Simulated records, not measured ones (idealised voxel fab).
voxel fin reveal: a process module
Section cut is 285 nm wide and gridded with 5 nm square cells.
For the purposes of this document, a cross-section shall be understood as a grid of square cells, specified as bands listed in top-to-bottom order, each band consisting of one or more rows of cells. Band entry format. Leading values: height of top, height of bottom, nm. Remainder: materials in left-to-right order, each with its width in nm. Special words: "everywhere" on a single material, which then fills the band edge to edge; "blank", empty space. Heights are measured from 0, the level below which the as-received wafer is all one material; the lowest band has no bottom and continues downward, written as in "0 and below". Quick explanation for "30->40": the width changes in equal steps down the rows of cells, from the first number in the band's top row to the second number in its bottom row. It should be understood that the words "no change occurred", when stated for a given step, signify that the cross-section underwent no change in any of its cells during that step. "Closed internal voids" means: voids of 8 cells or more that are shut off from the top with no open way through. Written width x height at distance, distance from the left edge, in nm. If you see something after the settings on a step's line, that's the simulator's own remark about that step. "overlay nm", when on a step's line for a step with a mask, measures how far to the right of its planned place the mask lay; a negative measure means to the left.

Process steps (planned):
1. RECEIVE | material Si
2. CONFORMAL_DEP | material SiN | thk nm 5
3. DIRECTIONAL_DEP | material aC | thk nm 10
4. PATTERN | tone cover | mask id FINS | material resist | width nm 15 | pitch nm 45 | thk nm 30 | overlay nm 0
5. DIRECTIONAL_ETCH | etch materials aC | depth nm 10
6. STRIP | etch materials resist
7. DIRECTIONAL_ETCH | etch materials SiN | depth nm 5
8. DIRECTIONAL_ETCH | etch materials Si | depth nm 40
9. STRIP | etch materials aC
10. FILL_DEP | material SiO2 | thk nm 15
11. CMP | height nm 5
12. SELECTIVE_ETCH | etch materials SiO2 | depth nm 20
13. STRIP | etch materials SiN
14. CONFORMAL_DEP | material SiO2 | thk nm 5

Cross-section, incoming material, after step 1:
- 0 and below: Si everywhere
- Closed internal voids: none

Looking at the first of two wafers in cross-section at end of module - ran to plan:
- 5 down to 0: 85 nm blank | 25 nm SiO2 | 20 nm blank | 25 nm SiO2 | 20 nm blank | 25 nm SiO2 | 85 nm blank
- 0 down to -10: 85 nm blank | 5 nm SiO2 | 15 nm Si | 5 nm SiO2 | 20 nm blank | 5 nm SiO2 | 15 nm Si | 5 nm SiO2 | 20 nm blank | 5 nm SiO2 | 15 nm Si | 5 nm SiO2 | 85 nm blank
- -10 down to -40: 90 nm SiO2 | 15 nm Si | 30 nm SiO2 | 15 nm Si | 30 nm SiO2 | 15 nm Si | 90 nm SiO2
- -40 and below: Si everywhere
- Closed internal voids: none

Here is the second of the two wafers cut open at the end of the module - same start, same plan as the first one, but we made one mistake running it:
- 5 down to 0: 85 nm blank | 25 nm aC | 20 nm blank | 25 nm aC | 20 nm blank | 25 nm aC | 85 nm blank
- 0 down to -10: 85 nm blank | 5 nm aC | 15 nm Si | 5 nm aC | 20 nm blank | 5 nm aC | 15 nm Si | 5 nm aC | 20 nm blank | 5 nm aC | 15 nm Si | 5 nm aC | 85 nm blank
- -10 down to -15: 90 nm aC | 15 nm Si | 30 nm aC | 15 nm Si | 30 nm aC | 15 nm Si | 90 nm aC
- -15 down to -40: 90 nm SiO2 | 15 nm Si | 30 nm SiO2 | 15 nm Si | 30 nm SiO2 | 15 nm Si | 90 nm SiO2
- -40 and below: Si everywhere
- Closed internal voids: none
Here's what went sideways: heads up, step 14 didn't go per plan, it actually ran as CONFORMAL_DEP | material aC | thk nm 5
FYI, end of process, the second wafer has more or fewer cells of some materials than the first: 75 fewer of SiO2; 75 more of aC
